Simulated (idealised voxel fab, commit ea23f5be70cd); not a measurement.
A process module follows: voxel wiring stack.
Cross-section cut: width 230 nm, square cells of 5 nm.
In this document a cross-section is written as a grid of square cells. It is given as a series of bands, listed from the top down, and a band is one or more rows of cells.
The band entry comprises the height of the band's top followed by the height of its bottom, expressed in nm, and subsequently the band's materials from left to right, each stated together with its width in nm. Where a single material is marked with the word "throughout", that material fills the band from edge to edge. The word "empty" represents empty space.
Note: height 0 marks the level under which the wafer is uniformly one material as received. Lowest band unbounded below, written "0 -> down".
Think of "30 to 40" as a width that walks from the first number to the second as you go down the band, top row to bottom row, taking equal-sized steps from row to row.
A step reported as "stayed the same" is a step in which no cell of the cross-section changed.
Closed-off voids of 8+ cells (no open route to the top) go in "Completely sealed voids", written width x height at distance from the left edge, in nm.
Step line, after settings: the simulator's comment on this step.
"overlay nm" answers the question of how far to the right of plan the mask lay on a step that has a mask, and when it is negative the answer is to the left.
These are the steps we planned for the process
1,RECEIVE with material Si
2,CONFORMAL_DEP with material SiO2, thk nm 10
3,DIRECTIONAL_DEP with material TiN, thk nm 5
4,DIRECTIONAL_DEP with material W, thk nm 15
5,MASKED_ETCH with tone cover, mask id METAL_1, width nm 30, pitch nm 60, etch materials W, depth nm 15, overlay nm 0
6,MASKED_ETCH with tone cover, mask id METAL_1, width nm 30, pitch nm 60, etch materials TiN, depth nm 5, overlay nm 0
7,FILL_DEP with material SiO2, thk nm 5
8,CMP with height nm 30
9,CONFORMAL_DEP with material SiCN, thk nm 5
10,DIRECTIONAL_DEP with material SiO2, thk nm 25
11,DIRECTIONAL_DEP with material aC, thk nm 10
12,PATTERN with tone open, mask id METAL_2_HOLES, material resist, width nm 15, pitch nm 60, thk nm 25, overlay nm 0
13,DIRECTIONAL_ETCH with etch materials aC, depth nm 10
14,STRIP with etch materials resist
15,DIRECTIONAL_ETCH with etch materials SiO2, depth nm 25
16,STRIP with etch materials aC
17,PATTERN with tone open, mask id METAL_2, material resist, width nm 30, pitch nm 60, thk nm 20, overlay nm 0
18,DIRECTIONAL_ETCH with etch materials SiO2, depth nm 15
19,DIRECTIONAL_ETCH with etch materials SiCN, depth nm 5
20,STRIP with etch materials resist
21,CONFORMAL_DEP with material TiN, thk nm 5
22,FILL_DEP with material Cu, thk nm 5
23,CMP with height nm 60
24,CONFORMAL_DEP with material SiCN, thk nm 5
Wafer as received: cross-section following step 1
  0 -> down  Si throughout
  Completely sealed voids: none
Starting wafer: above. Plan: above. Run: one mistake. Cross-section after the module: below
  65 -> 60  SiCN throughout
  60 -> 50  SiO2: 40  TiN: 5  Cu: 20  TiN: 5  SiO2: 30  TiN: 5  Cu: 20  TiN: 5  SiO2: 30  TiN: 5  Cu: 20  TiN: 5  SiO2: 40
  50 -> 45  SiO2: 40  TiN: 5  Cu: 5  TiN: 20  SiO2: 30  TiN: 5  Cu: 5  TiN: 20  SiO2: 30  TiN: 5  Cu: 5  TiN: 20  SiO2: 40
  45 -> 35  SiO2: 40  TiN: 5  Cu: 5  TiN: 5  SiO2: 45  TiN: 5  Cu: 5  TiN: 5  SiO2: 45  TiN: 5  Cu: 5  TiN: 5  SiO2: 55
  35 -> 30  SiCN: 40  TiN: 15  SiCN: 45  TiN: 15  SiCN: 45  TiN: 15  SiCN: 55
  30 -> 25  SiO2 throughout
  25 -> 10  SiO2: 40  W: 30  SiO2: 30  W: 30  SiO2: 30  W: 30  SiO2: 40
  10 -> 0  SiO2 throughout
  0 -> down  Si throughout
  Completely sealed voids: none
Finding, execution versus plan: the plan's step 3 was left out and never carried out
